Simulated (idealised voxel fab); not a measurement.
process module | voxel transistor to metal
cross-section cut | 180 nm wide | cells 5 nm
A cross-section is a grid of square cells, given in bands from the top down. A band is one or more rows of cells.
Each band's line starts with the height of the band's top and of its bottom, in nm. Then come its materials from left to right, each with its width in nm. One material with "throughout" fills the band from edge to edge. "air" is empty space.
Height 0 is the level under which the wafer as received is all one material. The lowest band goes on downwards, as in "0 down".
A width such as "30 to 40" changes by the same amount from each row of cells to the next, from the band's top row to its bottom row.
"no change" after a step means that no cell of the cross-section changed.
closed voids: empty space of 8 cells or more with no open way to the top, each as width x height at its distance from the left edge, in nm
after a step's settings: what the simulator itself notes on the step
overlay nm, on a step with a mask: how far to the right of its planned place the mask lay; to the left if negative
plan
1 op RECEIVE | material Si
2 op CONFORMAL_DEP | material SiO2 | thk nm 5
3 op CONFORMAL_DEP | material SiN | thk nm 10
4 op DIRECTIONAL_DEP | material aC | thk nm 10
5 op PATTERN | tone cover | mask id ACTIVE | material resist | width nm 110 | thk nm 30 | overlay nm 0
6 op DIRECTIONAL_ETCH | etch materials aC | depth nm 10
7 op STRIP | etch materials resist
8 op DIRECTIONAL_ETCH | etch materials SiN | depth nm 10
9 op DIRECTIONAL_ETCH | etch materials SiO2 | depth nm 5
10 op DIRECTIONAL_ETCH | etch materials Si | depth nm 30
11 op STRIP | etch materials aC
12 op FILL_DEP | material SiO2 | thk nm 10
13 op CMP | height nm 15
14 op SELECTIVE_ETCH | etch materials SiO2 | depth nm 5
15 op STRIP | etch materials SiN
16 op SELECTIVE_ETCH | etch materials SiO2 | depth nm 5
17 op OXIDIZE | depth nm 5
18 op DIRECTIONAL_DEP | material polySi | thk nm 25
19 op DIRECTIONAL_DEP | material SiCN | thk nm 15
20 op PATTERN | tone cover | mask id GATE | material resist | width nm 30 | thk nm 20 | overlay nm 0
21 op DIRECTIONAL_ETCH | etch materials SiCN | depth nm 25
22 op DIRECTIONAL_ETCH | etch materials polySi | depth nm 35
23 op STRIP | etch materials resist
24 op CONFORMAL_DEP | material SiN | thk nm 5
25 op DIRECTIONAL_ETCH | etch materials SiN | depth nm 5
26 op DIRECTIONAL_ETCH | etch materials SiO2 | depth nm 5
27 op DIRECTIONAL_ETCH | etch materials Si | depth nm 10
28 op EPI | material SiGe | thk nm 10
29 op FILL_DEP | material SiO2 | thk nm 10
30 op CMP | height nm 25
31 op STRIP | etch materials polySi
32 op SELECTIVE_ETCH | etch materials SiO2 | depth nm 5
33 op CONFORMAL_DEP | material HfO2 | thk nm 5
34 op CONFORMAL_DEP | material TiN | thk nm 5
35 op FILL_DEP | material W | thk nm 10
36 op CMP | height nm 20
37 op DIRECTIONAL_DEP | material SiO2 | thk nm 10
38 op DIRECTIONAL_DEP | material aC | thk nm 10
39 op PATTERN | tone open | mask id CONTACT | material resist | width nm 15 | pitch nm 75 | thk nm 25 | overlay nm 0
40 op DIRECTIONAL_ETCH | etch materials aC | depth nm 10
41 op STRIP | etch materials resist
42 op DIRECTIONAL_ETCH | etch materials SiO2 | depth nm 35
43 op STRIP | etch materials aC
44 op CONFORMAL_DEP | material TiN | thk nm 5
45 op FILL_DEP | material W | thk nm 5
46 op CMP | height nm 30
47 op DIRECTIONAL_DEP | material TiN | thk nm 5
48 op DIRECTIONAL_DEP | material Ru | thk nm 20
49 op DIRECTIONAL_DEP | material aC | thk nm 15
50 op PATTERN | tone cover | mask id METAL_1 | material resist | width nm 15 | pitch nm 75 | thk nm 35 | overlay nm 0
51 op DIRECTIONAL_ETCH | etch materials aC | depth nm 15
52 op STRIP | etch materials resist
53 op DIRECTIONAL_ETCH | etch materials Ru | depth nm 20
54 op DIRECTIONAL_ETCH | etch materials TiN | depth nm 5
55 op STRIP | etch materials aC
56 op CONFORMAL_DEP | material SiN | thk nm 5
57 op FILL_DEP | material lowk | thk nm 10
58 op CMP | height nm 55
59 op CONFORMAL_DEP | material SiCN | thk nm 5
first wafer, as planned
as received, after step 1
  0 down: Si throughout
  closed voids: none
after step 2
  5 to 0: SiO2 throughout
  below 0: unchanged
after step 3
  15 to 5: SiN throughout
  below 5: unchanged
after step 4
  25 to 15: aC throughout
  below 15: unchanged
after step 5
  55 to 25: air 35 | resist 110 | air 35
  below 25: unchanged
after step 6
  45 to 25: air 35 | resist 110 | air 35
  25 to 15: air 35 | aC 110 | air 35
  below 15: unchanged
after step 7
  25 to 15: air 35 | aC 110 | air 35
  below 15: unchanged
after step 8
  25 to 15: air 35 | aC 110 | air 35
  15 to 5: air 35 | SiN 110 | air 35
  below 5: unchanged
after step 9
  25 to 15: air 35 | aC 110 | air 35
  15 to 5: air 35 | SiN 110 | air 35
  5 to 0: air 35 | SiO2 110 | air 35
  below 0: unchanged
after step 10
  25 to 15: air 35 | aC 110 | air 35
  15 to 5: air 35 | SiN 110 | air 35
  5 to 0: air 35 | SiO2 110 | air 35
  0 to -30: air 35 | Si 110 | air 35
  below -30: unchanged
after step 11
  15 to 5: air 35 | SiN 110 | air 35
  below 5: unchanged
after step 12
  25 to 15: SiO2 throughout
  15 to 5: SiO2 35 | SiN 110 | SiO2 35
  5 to 0: SiO2 throughout
  0 to -30: SiO2 35 | Si 110 | SiO2 35
  below -30: unchanged
after step 13
  15 to 5: SiO2 35 | SiN 110 | SiO2 35
  below 5: unchanged
after step 14
  15 to 10: air 35 | SiN 110 | air 35
  below 10: unchanged
after step 15
  10 to 5: SiO2 35 | air 110 | SiO2 35
  below 5: unchanged
after step 16
  5 to 0: SiO2 30 | air 120 | SiO2 30
  below 0: unchanged
after step 17
  5 to 0: SiO2 30 | air 120 | SiO2 30
  0 to -5: SiO2 throughout
  below -5: unchanged
after step 18
  30 to 25: polySi 30 | air 120 | polySi 30
  25 to 5: polySi throughout
  5 to 0: SiO2 30 | polySi 120 | SiO2 30
  below 0: unchanged
after step 19
  45 to 40: SiCN 30 | air 120 | SiCN 30
  40 to 30: SiCN throughout
  30 to 25: polySi 30 | SiCN 120 | polySi 30
  below 25: unchanged
after step 20
  65 to 45: air 75 | resist 30 | air 75
  45 to 40: SiCN 30 | air 45 | resist 30 | air 45 | SiCN 30
  below 40: unchanged
after step 21
  65 to 40: air 75 | resist 30 | air 75
  40 to 30: air 75 | SiCN 30 | air 75
  30 to 25: polySi 30 | air 45 | SiCN 30 | air 45 | polySi 30
  below 25: unchanged
after step 22
  65 to 40: air 75 | resist 30 | air 75
  40 to 25: air 75 | SiCN 30 | air 75
  25 to 5: air 75 | polySi 30 | air 75
  5 to 0: SiO2 30 | air 45 | polySi 30 | air 45 | SiO2 30
  below 0: unchanged
after step 23
  40 to 25: air 75 | SiCN 30 | air 75
  below 25: unchanged
after step 24
  45 to 40: air 70 | SiN 40 | air 70
  40 to 25: air 70 | SiN 5 | SiCN 30 | SiN 5 | air 70
  25 to 10: air 70 | SiN 5 | polySi 30 | SiN 5 | air 70
  10 to 5: SiN 35 | air 35 | SiN 5 | polySi 30 | SiN 5 | air 35 | SiN 35
  5 to 0: SiO2 30 | SiN 45 | polySi 30 | SiN 45 | SiO2 30
  below 0: unchanged
after step 25
  40 to 25: air 70 | SiN 5 | SiCN 30 | SiN 5 | air 70
  25 to 5: air 70 | SiN 5 | polySi 30 | SiN 5 | air 70
  5 to 0: SiO2 30 | SiN 5 | air 35 | SiN 5 | polySi 30 | SiN 5 | air 35 | SiN 5 | SiO2 30
  below 0: unchanged
after step 26
  40 to 25: air 70 | SiN 5 | SiCN 30 | SiN 5 | air 70
  25 to 5: air 70 | SiN 5 | polySi 30 | SiN 5 | air 70
  5 to 0: air 30 | SiN 5 | air 35 | SiN 5 | polySi 30 | SiN 5 | air 35 | SiN 5 | air 30
  0 to -5: SiO2 35 | air 35 | SiO2 40 | air 35 | SiO2 35
  below -5: unchanged
after step 27
  40 to 25: air 70 | SiN 5 | SiCN 30 | SiN 5 | air 70
  25 to 5: air 70 | SiN 5 | polySi 30 | SiN 5 | air 70
  5 to 0: air 30 | SiN 5 | air 35 | SiN 5 | polySi 30 | SiN 5 | air 35 | SiN 5 | air 30
  0 to -5: SiO2 35 | air 35 | SiO2 40 | air 35 | SiO2 35
  -5 to -15: SiO2 35 | air 35 | Si 40 | air 35 | SiO2 35
  below -15: unchanged
after step 28
  40 to 25: air 70 | SiN 5 | SiCN 30 | SiN 5 | air 70
  25 to 5: air 70 | SiN 5 | polySi 30 | SiN 5 | air 70
  5 to 0: air 30 | SiN 5 | air 25 | SiGe 10 | SiN 5 | polySi 30 | SiN 5 | SiGe 10 | air 25 | SiN 5 | air 30
  0 to -5: SiO2 35 | air 25 | SiGe 10 | SiO2 40 | SiGe 10 | air 25 | SiO2 35
  -5 to -15: SiO2 35 | SiGe 35 | Si 40 | SiGe 35 | SiO2 35
  below -15: unchanged
after step 29
  50 to 40: SiO2 throughout
  40 to 25: SiO2 70 | SiN 5 | SiCN 30 | SiN 5 | SiO2 70
  25 to 5: SiO2 70 | SiN 5 | polySi 30 | SiN 5 | SiO2 70
  5 to 0: SiO2 30 | SiN 5 | SiO2 25 | SiGe 10 | SiN 5 | polySi 30 | SiN 5 | SiGe 10 | SiO2 25 | SiN 5 | SiO2 30
  0 to -5: SiO2 60 | SiGe 10 | SiO2 40 | SiGe 10 | SiO2 60
  below -5: unchanged
after step 30
  25 to 5: SiO2 70 | SiN 5 | polySi 30 | SiN 5 | SiO2 70
  below 5: unchanged
after step 31
  25 to 5: SiO2 70 | SiN 5 | air 30 | SiN 5 | SiO2 70
  5 to 0: SiO2 30 | SiN 5 | SiO2 25 | SiGe 10 | SiN 5 | air 30 | SiN 5 | SiGe 10 | SiO2 25 | SiN 5 | SiO2 30
  below 0: unchanged
after step 32
  25 to 20: air 70 | SiN 5 | air 30 | SiN 5 | air 70
  20 to 5: SiO2 70 | SiN 5 | air 30 | SiN 5 | SiO2 70
  5 to 0: SiO2 30 | SiN 5 | SiO2 25 | SiGe 10 | SiN 5 | air 30 | SiN 5 | SiGe 10 | SiO2 25 | SiN 5 | SiO2 30
  0 to -5: SiO2 60 | SiGe 10 | air 40 | SiGe 10 | SiO2 60
  below -5: unchanged
after step 33
  30 to 25: air 65 | HfO2 15 | air 20 | HfO2 15 | air 65
  25 to 20: HfO2 70 | SiN 5 | HfO2 5 | air 20 | HfO2 5 | SiN 5 | HfO2 70
  20 to 5: SiO2 70 | SiN 5 | HfO2 5 | air 20 | HfO2 5 | SiN 5 | SiO2 70
  5 to 0: SiO2 30 | SiN 5 | SiO2 25 | SiGe 10 | SiN 5 | HfO2 5 | air 20 | HfO2 5 | SiN 5 | SiGe 10 | SiO2 25 | SiN 5 | SiO2 30
  0 to -5: SiO2 60 | SiGe 10 | HfO2 40 | SiGe 10 | SiO2 60
  below -5: unchanged
after step 34
  35 to 30: air 60 | TiN 25 | air 10 | TiN 25 | air 60
  30 to 25: TiN 65 | HfO2 15 | TiN 5 | air 10 | TiN 5 | HfO2 15 | TiN 65
  25 to 20: HfO2 70 | SiN 5 | HfO2 5 | TiN 5 | air 10 | TiN 5 | HfO2 5 | SiN 5 | HfO2 70
  20 to 5: SiO2 70 | SiN 5 | HfO2 5 | TiN 5 | air 10 | TiN 5 | HfO2 5 | SiN 5 | SiO2 70
  5 to 0: SiO2 30 | SiN 5 | SiO2 25 | SiGe 10 | SiN 5 | HfO2 5 | TiN 20 | HfO2 5 | SiN 5 | SiGe 10 | SiO2 25 | SiN 5 | SiO2 30
  below 0: unchanged
after step 35
  45 to 35: W throughout
  35 to 30: W 60 | TiN 25 | W 10 | TiN 25 | W 60
  30 to 25: TiN 65 | HfO2 15 | TiN 5 | W 10 | TiN 5 | HfO2 15 | TiN 65
  25 to 20: HfO2 70 | SiN 5 | HfO2 5 | TiN 5 | W 10 | TiN 5 | HfO2 5 | SiN 5 | HfO2 70
  20 to 5: SiO2 70 | SiN 5 | HfO2 5 | TiN 5 | W 10 | TiN 5 | HfO2 5 | SiN 5 | SiO2 70
  below 5: unchanged
after step 36
  20 to 5: SiO2 70 | SiN 5 | HfO2 5 | TiN 5 | W 10 | TiN 5 | HfO2 5 | SiN 5 | SiO2 70
  below 5: unchanged
after step 37
  30 to 20: SiO2 throughout
  below 20: unchanged
after step 38
  40 to 30: aC throughout
  below 30: unchanged
after step 39
  65 to 40: resist 45 | air 15 | resist 60 | air 15 | resist 45
  below 40: unchanged
after step 40
  55 to 40: resist 45 | air 15 | resist 60 | air 15 | resist 45
  40 to 30: aC 45 | air 15 | aC 60 | air 15 | aC 45
  below 30: unchanged
after step 41
  40 to 30: aC 45 | air 15 | aC 60 | air 15 | aC 45
  below 30: unchanged
after step 42
  40 to 30: aC 45 | air 15 | aC 60 | air 15 | aC 45
  30 to 20: SiO2 45 | air 15 | SiO2 60 | air 15 | SiO2 45
  20 to 5: SiO2 45 | air 15 | SiO2 10 | SiN 5 | HfO2 5 | TiN 5 | W 10 | TiN 5 | HfO2 5 | SiN 5 | SiO2 10 | air 15 | SiO2 45
  5 to 0: SiO2 30 | SiN 5 | SiO2 10 | air 15 | SiGe 10 | SiN 5 | HfO2 5 | TiN 20 | HfO2 5 | SiN 5 | SiGe 10 | air 15 | SiO2 10 | SiN 5 | SiO2 30
  0 to -5: SiO2 45 | air 15 | SiGe 10 | HfO2 40 | SiGe 10 | air 15 | SiO2 45
  below -5: unchanged
after step 43
  30 to 20: SiO2 45 | air 15 | SiO2 60 | air 15 | SiO2 45
  below 20: unchanged
after step 44
  35 to 30: TiN 50 | air 5 | TiN 70 | air 5 | TiN 50
  30 to 20: SiO2 45 | TiN 5 | air 5 | TiN 5 | SiO2 60 | TiN 5 | air 5 | TiN 5 | SiO2 45
  20 to 5: SiO2 45 | TiN 5 | air 5 | TiN 5 | SiO2 10 | SiN 5 | HfO2 5 | TiN 5 | W 10 | TiN 5 | HfO2 5 | SiN 5 | SiO2 10 | TiN 5 | air 5 | TiN 5 | SiO2 45
  5 to 0: SiO2 30 | SiN 5 | SiO2 10 | TiN 5 | air 5 | TiN 5 | SiGe 10 | SiN 5 | HfO2 5 | TiN 20 | HfO2 5 | SiN 5 | SiGe 10 | TiN 5 | air 5 | TiN 5 | SiO2 10 | SiN 5 | SiO2 30
  0 to -5: SiO2 45 | TiN 15 | SiGe 10 | HfO2 40 | SiGe 10 | TiN 15 | SiO2 45
  below -5: unchanged
after step 45
  40 to 35: W throughout
  35 to 30: TiN 50 | W 5 | TiN 70 | W 5 | TiN 50
  30 to 20: SiO2 45 | TiN 5 | W 5 | TiN 5 | SiO2 60 | TiN 5 | W 5 | TiN 5 | SiO2 45
  20 to 5: SiO2 45 | TiN 5 | W 5 | TiN 5 | SiO2 10 | SiN 5 | HfO2 5 | TiN 5 | W 10 | TiN 5 | HfO2 5 | SiN 5 | SiO2 10 | TiN 5 | W 5 | TiN 5 | SiO2 45
  5 to 0: SiO2 30 | SiN 5 | SiO2 10 | TiN 5 | W 5 | TiN 5 | SiGe 10 | SiN 5 | HfO2 5 | TiN 20 | HfO2 5 | SiN 5 | SiGe 10 | TiN 5 | W 5 | TiN 5 | SiO2 10 | SiN 5 | SiO2 30
  below 0: unchanged
after step 46
  30 to 20: SiO2 45 | TiN 5 | W 5 | TiN 5 | SiO2 60 | TiN 5 | W 5 | TiN 5 | SiO2 45
  below 20: unchanged
after step 47
  35 to 30: TiN throughout
  below 30: unchanged
after step 48
  55 to 35: Ru throughout
  below 35: unchanged
after step 49
  70 to 55: aC throughout
  below 55: unchanged
after step 50
  105 to 70: air 45 | resist 15 | air 60 | resist 15 | air 45
  below 70: unchanged
after step 51
  90 to 70: air 45 | resist 15 | air 60 | resist 15 | air 45
  70 to 55: air 45 | aC 15 | air 60 | aC 15 | air 45
  below 55: unchanged
after step 52
  70 to 55: air 45 | aC 15 | air 60 | aC 15 | air 45
  below 55: unchanged
after step 53
  70 to 55: air 45 | aC 15 | air 60 | aC 15 | air 45
  55 to 35: air 45 | Ru 15 | air 60 | Ru 15 | air 45
  below 35: unchanged
after step 54
  70 to 55: air 45 | aC 15 | air 60 | aC 15 | air 45
  55 to 35: air 45 | Ru 15 | air 60 | Ru 15 | air 45
  35 to 30: air 45 | TiN 15 | air 60 | TiN 15 | air 45
  below 30: unchanged
after step 55
  55 to 35: air 45 | Ru 15 | air 60 | Ru 15 | air 45
  below 35: unchanged
after step 56
  60 to 55: air 40 | SiN 25 | air 50 | SiN 25 | air 40
  55 to 35: air 40 | SiN 5 | Ru 15 | SiN 5 | air 50 | SiN 5 | Ru 15 | SiN 5 | air 40
  35 to 30: SiN 45 | TiN 15 | SiN 60 | TiN 15 | SiN 45
  below 30: unchanged
after step 57
  70 to 60: lowk throughout
  60 to 55: lowk 40 | SiN 25 | lowk 50 | SiN 25 | lowk 40
  55 to 35: lowk 40 | SiN 5 | Ru 15 | SiN 5 | lowk 50 | SiN 5 | Ru 15 | SiN 5 | lowk 40
  below 35: unchanged
after step 58
  55 to 35: lowk 40 | SiN 5 | Ru 15 | SiN 5 | lowk 50 | SiN 5 | Ru 15 | SiN 5 | lowk 40
  below 35: unchanged
after step 59
  60 to 55: SiCN throughout
  below 55: unchanged
second wafer: like start, like plan, one mistake. Through step 9 it matches the first wafer
when step 10 should have ended
  25 to 15: air 35 | aC 110 | air 35
  15 to 5: air 35 | SiN 110 | air 35
  5 to 0: air 35 | SiO2 110 | air 35
  0 to -60: air 35 | Si 110 | air 35
  below -60: unchanged
when step 11 should have ended
  15 to 5: air 35 | SiN 110 | air 35
  below 5: unchanged
when step 12 should have ended
  25 to 15: SiO2 throughout
  15 to 5: SiO2 35 | SiN 110 | SiO2 35
  5 to 0: SiO2 throughout
  0 to -60: SiO2 35 | Si 110 | SiO2 35
  below -60: unchanged
when step 13 should have ended
  15 to 5: SiO2 35 | SiN 110 | SiO2 35
  below 5: unchanged
when step 14 should have ended
  15 to 10: air 35 | SiN 110 | air 35
  below 10: unchanged
when step 15 should have ended
  10 to 5: SiO2 35 | air 110 | SiO2 35
  below 5: unchanged
when step 16 should have ended
  5 to 0: SiO2 30 | air 120 | SiO2 30
  below 0: unchanged
when step 17 should have ended
  5 to 0: SiO2 30 | air 120 | SiO2 30
  0 to -5: SiO2 throughout
  below -5: unchanged
when step 18 should have ended
  30 to 25: polySi 30 | air 120 | polySi 30
  25 to 5: polySi throughout
  5 to 0: SiO2 30 | polySi 120 | SiO2 30
  below 0: unchanged
when step 19 should have ended
  45 to 40: SiCN 30 | air 120 | SiCN 30
  40 to 30: SiCN throughout
  30 to 25: polySi 30 | SiCN 120 | polySi 30
  below 25: unchanged
when step 20 should have ended
  65 to 45: air 75 | resist 30 | air 75
  45 to 40: SiCN 30 | air 45 | resist 30 | air 45 | SiCN 30
  below 40: unchanged
when step 21 should have ended
  65 to 40: air 75 | resist 30 | air 75
  40 to 30: air 75 | SiCN 30 | air 75
  30 to 25: polySi 30 | air 45 | SiCN 30 | air 45 | polySi 30
  below 25: unchanged
when step 22 should have ended
  65 to 40: air 75 | resist 30 | air 75
  40 to 25: air 75 | SiCN 30 | air 75
  25 to 5: air 75 | polySi 30 | air 75
  5 to 0: SiO2 30 | air 45 | polySi 30 | air 45 | SiO2 30
  below 0: unchanged
when step 23 should have ended
  40 to 25: air 75 | SiCN 30 | air 75
  below 25: unchanged
when step 24 should have ended
  45 to 40: air 70 | SiN 40 | air 70
  40 to 25: air 70 | SiN 5 | SiCN 30 | SiN 5 | air 70
  25 to 10: air 70 | SiN 5 | polySi 30 | SiN 5 | air 70
  10 to 5: SiN 35 | air 35 | SiN 5 | polySi 30 | SiN 5 | air 35 | SiN 35
  5 to 0: SiO2 30 | SiN 45 | polySi 30 | SiN 45 | SiO2 30
  below 0: unchanged
when step 25 should have ended
  40 to 25: air 70 | SiN 5 | SiCN 30 | SiN 5 | air 70
  25 to 5: air 70 | SiN 5 | polySi 30 | SiN 5 | air 70
  5 to 0: SiO2 30 | SiN 5 | air 35 | SiN 5 | polySi 30 | SiN 5 | air 35 | SiN 5 | SiO2 30
  below 0: unchanged
when step 26 should have ended
  40 to 25: air 70 | SiN 5 | SiCN 30 | SiN 5 | air 70
  25 to 5: air 70 | SiN 5 | polySi 30 | SiN 5 | air 70
  5 to 0: air 30 | SiN 5 | air 35 | SiN 5 | polySi 30 | SiN 5 | air 35 | SiN 5 | air 30
  0 to -5: SiO2 35 | air 35 | SiO2 40 | air 35 | SiO2 35
  below -5: unchanged
when step 27 should have ended
  40 to 25: air 70 | SiN 5 | SiCN 30 | SiN 5 | air 70
  25 to 5: air 70 | SiN 5 | polySi 30 | SiN 5 | air 70
  5 to 0: air 30 | SiN 5 | air 35 | SiN 5 | polySi 30 | SiN 5 | air 35 | SiN 5 | air 30
  0 to -5: SiO2 35 | air 35 | SiO2 40 | air 35 | SiO2 35
  -5 to -15: SiO2 35 | air 35 | Si 40 | air 35 | SiO2 35
  below -15: unchanged
when step 28 should have ended
  40 to 25: air 70 | SiN 5 | SiCN 30 | SiN 5 | air 70
  25 to 5: air 70 | SiN 5 | polySi 30 | SiN 5 | air 70
  5 to 0: air 30 | SiN 5 | air 25 | SiGe 10 | SiN 5 | polySi 30 | SiN 5 | SiGe 10 | air 25 | SiN 5 | air 30
  0 to -5: SiO2 35 | air 25 | SiGe 10 | SiO2 40 | SiGe 10 | air 25 | SiO2 35
  -5 to -15: SiO2 35 | SiGe 35 | Si 40 | SiGe 35 | SiO2 35
  below -15: unchanged
when step 29 should have ended
  50 to 40: SiO2 throughout
  40 to 25: SiO2 70 | SiN 5 | SiCN 30 | SiN 5 | SiO2 70
  25 to 5: SiO2 70 | SiN 5 | polySi 30 | SiN 5 | SiO2 70
  5 to 0: SiO2 30 | SiN 5 | SiO2 25 | SiGe 10 | SiN 5 | polySi 30 | SiN 5 | SiGe 10 | SiO2 25 | SiN 5 | SiO2 30
  0 to -5: SiO2 60 | SiGe 10 | SiO2 40 | SiGe 10 | SiO2 60
  below -5: unchanged
when step 30 should have ended
  25 to 5: SiO2 70 | SiN 5 | polySi 30 | SiN 5 | SiO2 70
  below 5: unchanged
when step 31 should have ended
  25 to 5: SiO2 70 | SiN 5 | air 30 | SiN 5 | SiO2 70
  5 to 0: SiO2 30 | SiN 5 | SiO2 25 | SiGe 10 | SiN 5 | air 30 | SiN 5 | SiGe 10 | SiO2 25 | SiN 5 | SiO2 30
  below 0: unchanged
when step 32 should have ended
  25 to 20: air 70 | SiN 5 | air 30 | SiN 5 | air 70
  20 to 5: SiO2 70 | SiN 5 | air 30 | SiN 5 | SiO2 70
  5 to 0: SiO2 30 | SiN 5 | SiO2 25 | SiGe 10 | SiN 5 | air 30 | SiN 5 | SiGe 10 | SiO2 25 | SiN 5 | SiO2 30
  0 to -5: SiO2 60 | SiGe 10 | air 40 | SiGe 10 | SiO2 60
  below -5: unchanged
when step 33 should have ended
  30 to 25: air 65 | HfO2 15 | air 20 | HfO2 15 | air 65
  25 to 20: HfO2 70 | SiN 5 | HfO2 5 | air 20 | HfO2 5 | SiN 5 | HfO2 70
  20 to 5: SiO2 70 | SiN 5 | HfO2 5 | air 20 | HfO2 5 | SiN 5 | SiO2 70
  5 to 0: SiO2 30 | SiN 5 | SiO2 25 | SiGe 10 | SiN 5 | HfO2 5 | air 20 | HfO2 5 | SiN 5 | SiGe 10 | SiO2 25 | SiN 5 | SiO2 30
  0 to -5: SiO2 60 | SiGe 10 | HfO2 40 | SiGe 10 | SiO2 60
  below -5: unchanged
when step 34 should have ended
  35 to 30: air 60 | TiN 25 | air 10 | TiN 25 | air 60
  30 to 25: TiN 65 | HfO2 15 | TiN 5 | air 10 | TiN 5 | HfO2 15 | TiN 65
  25 to 20: HfO2 70 | SiN 5 | HfO2 5 | TiN 5 | air 10 | TiN 5 | HfO2 5 | SiN 5 | HfO2 70
  20 to 5: SiO2 70 | SiN 5 | HfO2 5 | TiN 5 | air 10 | TiN 5 | HfO2 5 | SiN 5 | SiO2 70
  5 to 0: SiO2 30 | SiN 5 | SiO2 25 | SiGe 10 | SiN 5 | HfO2 5 | TiN 20 | HfO2 5 | SiN 5 | SiGe 10 | SiO2 25 | SiN 5 | SiO2 30
  below 0: unchanged
when step 35 should have ended
  45 to 35: W throughout
  35 to 30: W 60 | TiN 25 | W 10 | TiN 25 | W 60
  30 to 25: TiN 65 | HfO2 15 | TiN 5 | W 10 | TiN 5 | HfO2 15 | TiN 65
  25 to 20: HfO2 70 | SiN 5 | HfO2 5 | TiN 5 | W 10 | TiN 5 | HfO2 5 | SiN 5 | HfO2 70
  20 to 5: SiO2 70 | SiN 5 | HfO2 5 | TiN 5 | W 10 | TiN 5 | HfO2 5 | SiN 5 | SiO2 70
  below 5: unchanged
when step 36 should have ended
  20 to 5: SiO2 70 | SiN 5 | HfO2 5 | TiN 5 | W 10 | TiN 5 | HfO2 5 | SiN 5 | SiO2 70
  below 5: unchanged
when step 37 should have ended
  30 to 20: SiO2 throughout
  below 20: unchanged
when step 38 should have ended
  40 to 30: aC throughout
  below 30: unchanged
when step 39 should have ended
  65 to 40: resist 45 | air 15 | resist 60 | air 15 | resist 45
  below 40: unchanged
when step 40 should have ended
  55 to 40: resist 45 | air 15 | resist 60 | air 15 | resist 45
  40 to 30: aC 45 | air 15 | aC 60 | air 15 | aC 45
  below 30: unchanged
when step 41 should have ended
  40 to 30: aC 45 | air 15 | aC 60 | air 15 | aC 45
  below 30: unchanged
when step 42 should have ended
  40 to 30: aC 45 | air 15 | aC 60 | air 15 | aC 45
  30 to 20: SiO2 45 | air 15 | SiO2 60 | air 15 | SiO2 45
  20 to 5: SiO2 45 | air 15 | SiO2 10 | SiN 5 | HfO2 5 | TiN 5 | W 10 | TiN 5 | HfO2 5 | SiN 5 | SiO2 10 | air 15 | SiO2 45
  5 to 0: SiO2 30 | SiN 5 | SiO2 10 | air 15 | SiGe 10 | SiN 5 | HfO2 5 | TiN 20 | HfO2 5 | SiN 5 | SiGe 10 | air 15 | SiO2 10 | SiN 5 | SiO2 30
  0 to -5: SiO2 45 | air 15 | SiGe 10 | HfO2 40 | SiGe 10 | air 15 | SiO2 45
  below -5: unchanged
when step 43 should have ended
  30 to 20: SiO2 45 | air 15 | SiO2 60 | air 15 | SiO2 45
  below 20: unchanged
when step 44 should have ended
  35 to 30: TiN 50 | air 5 | TiN 70 | air 5 | TiN 50
  30 to 20: SiO2 45 | TiN 5 | air 5 | TiN 5 | SiO2 60 | TiN 5 | air 5 | TiN 5 | SiO2 45
  20 to 5: SiO2 45 | TiN 5 | air 5 | TiN 5 | SiO2 10 | SiN 5 | HfO2 5 | TiN 5 | W 10 | TiN 5 | HfO2 5 | SiN 5 | SiO2 10 | TiN 5 | air 5 | TiN 5 | SiO2 45
  5 to 0: SiO2 30 | SiN 5 | SiO2 10 | TiN 5 | air 5 | TiN 5 | SiGe 10 | SiN 5 | HfO2 5 | TiN 20 | HfO2 5 | SiN 5 | SiGe 10 | TiN 5 | air 5 | TiN 5 | SiO2 10 | SiN 5 | SiO2 30
  0 to -5: SiO2 45 | TiN 15 | SiGe 10 | HfO2 40 | SiGe 10 | TiN 15 | SiO2 45
  below -5: unchanged
when step 45 should have ended
  40 to 35: W throughout
  35 to 30: TiN 50 | W 5 | TiN 70 | W 5 | TiN 50
  30 to 20: SiO2 45 | TiN 5 | W 5 | TiN 5 | SiO2 60 | TiN 5 | W 5 | TiN 5 | SiO2 45
  20 to 5: SiO2 45 | TiN 5 | W 5 | TiN 5 | SiO2 10 | SiN 5 | HfO2 5 | TiN 5 | W 10 | TiN 5 | HfO2 5 | SiN 5 | SiO2 10 | TiN 5 | W 5 | TiN 5 | SiO2 45
  5 to 0: SiO2 30 | SiN 5 | SiO2 10 | TiN 5 | W 5 | TiN 5 | SiGe 10 | SiN 5 | HfO2 5 | TiN 20 | HfO2 5 | SiN 5 | SiGe 10 | TiN 5 | W 5 | TiN 5 | SiO2 10 | SiN 5 | SiO2 30
  below 0: unchanged
when step 46 should have ended
  30 to 20: SiO2 45 | TiN 5 | W 5 | TiN 5 | SiO2 60 | TiN 5 | W 5 | TiN 5 | SiO2 45
  below 20: unchanged
when step 47 should have ended
  35 to 30: TiN throughout
  below 30: unchanged
when step 48 should have ended
  55 to 35: Ru throughout
  below 35: unchanged
when step 49 should have ended
  70 to 55: aC throughout
  below 55: unchanged
when step 50 should have ended
  105 to 70: air 45 | resist 15 | air 60 | resist 15 | air 45
  below 70: unchanged
when step 51 should have ended
  90 to 70: air 45 | resist 15 | air 60 | resist 15 | air 45
  70 to 55: air 45 | aC 15 | air 60 | aC 15 | air 45
  below 55: unchanged
when step 52 should have ended
  70 to 55: air 45 | aC 15 | air 60 | aC 15 | air 45
  below 55: unchanged
when step 53 should have ended
  70 to 55: air 45 | aC 15 | air 60 | aC 15 | air 45
  55 to 35: air 45 | Ru 15 | air 60 | Ru 15 | air 45
  below 35: unchanged
when step 54 should have ended
  70 to 55: air 45 | aC 15 | air 60 | aC 15 | air 45
  55 to 35: air 45 | Ru 15 | air 60 | Ru 15 | air 45
  35 to 30: air 45 | TiN 15 | air 60 | TiN 15 | air 45
  below 30: unchanged
when step 55 should have ended
  55 to 35: air 45 | Ru 15 | air 60 | Ru 15 | air 45
  below 35: unchanged
when step 56 should have ended
  60 to 55: air 40 | SiN 25 | air 50 | SiN 25 | air 40
  55 to 35: air 40 | SiN 5 | Ru 15 | SiN 5 | air 50 | SiN 5 | Ru 15 | SiN 5 | air 40
  35 to 30: SiN 45 | TiN 15 | SiN 60 | TiN 15 | SiN 45
  below 30: unchanged
when step 57 should have ended
  70 to 60: lowk throughout
  60 to 55: lowk 40 | SiN 25 | lowk 50 | SiN 25 | lowk 40
  55 to 35: lowk 40 | SiN 5 | Ru 15 | SiN 5 | lowk 50 | SiN 5 | Ru 15 | SiN 5 | lowk 40
  below 35: unchanged
when step 58 should have ended
  55 to 35: lowk 40 | SiN 5 | Ru 15 | SiN 5 | lowk 50 | SiN 5 | Ru 15 | SiN 5 | lowk 40
  below 35: unchanged
when step 59 should have ended
  60 to 55: SiCN throughout
  below 55: unchanged
what went wrong: step 10 was run twice
at the end the second wafer has, in cells: 84 fewer of Si | 84 more of SiO2
